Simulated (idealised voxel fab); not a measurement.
voxel tone inversion: a process module
Section shown: cut. Width: 220 nm. Cell size: 5 nm, square.
A cross-section in this document is a grid of square cells, and it is written down as bands, the top band listed before the ones below it; a band is made up of one or more rows of cells. Band entry format. Leading values: height of top, height of bottom, nm. Remainder: materials in left-to-right order, each with its width in nm. Special words: "everywhere" on a single material, which then fills the band edge to edge; "blank", empty space. Below 0: as-received wafer, all one material; heights counted from there. Lowest band: no bottom, goes on down, written "top 0, no bottom". Width spec "30 to 40" -> top row of cells at first value, bottom row at second value, equal per-row change in between. Reading "remained the same" for a step: not a cell of the cross-section changed in it. The list in "Enclosed voids" covers empty spaces of 8 cells or more that cannot reach the top through any open way, and it gives each as width x height at distance; the distance is from the left edge, and width, height and distance are in nm. On each step's line, the part that comes after the settings is the simulator's own comment on the step. Regarding "overlay nm": on a step with a mask, it is the distance the mask lay to the right of its planned place; a negative value places it to the left.
Here's what the planned process steps look like:
1 RECEIVE with material Si
2 CONFORMAL_DEP with material SiN, thk nm 5
3 DIRECTIONAL_DEP with material polySi, thk nm 20
4 PATTERN with tone cover, mask id POSTS, material resist, width nm 15, pitch nm 45, thk nm 25, overlay nm 0
5 DIRECTIONAL_ETCH with etch materials polySi, depth nm 20
6 STRIP with etch materials resist
7 FILL_DEP with material lowk, thk nm 10
8 CMP with height nm 25
9 STRIP with etch materials polySi
Cross-section of the wafer at receipt, which is the condition after step 1:
	top 0, no bottom = Si everywhere
	Enclosed voids: none
End state of the module in cross-section, given the above starting point and plan and one mistake in execution:
	top 25, bottom 20 = SiN everywhere
	top 20, bottom 0 = polySi everywhere
	top 0, no bottom = Si everywhere
	Enclosed voids: none
Misprocessing identified: the intended sequence of steps 2 and 3 was reversed during processing, with each occupying the position of the other
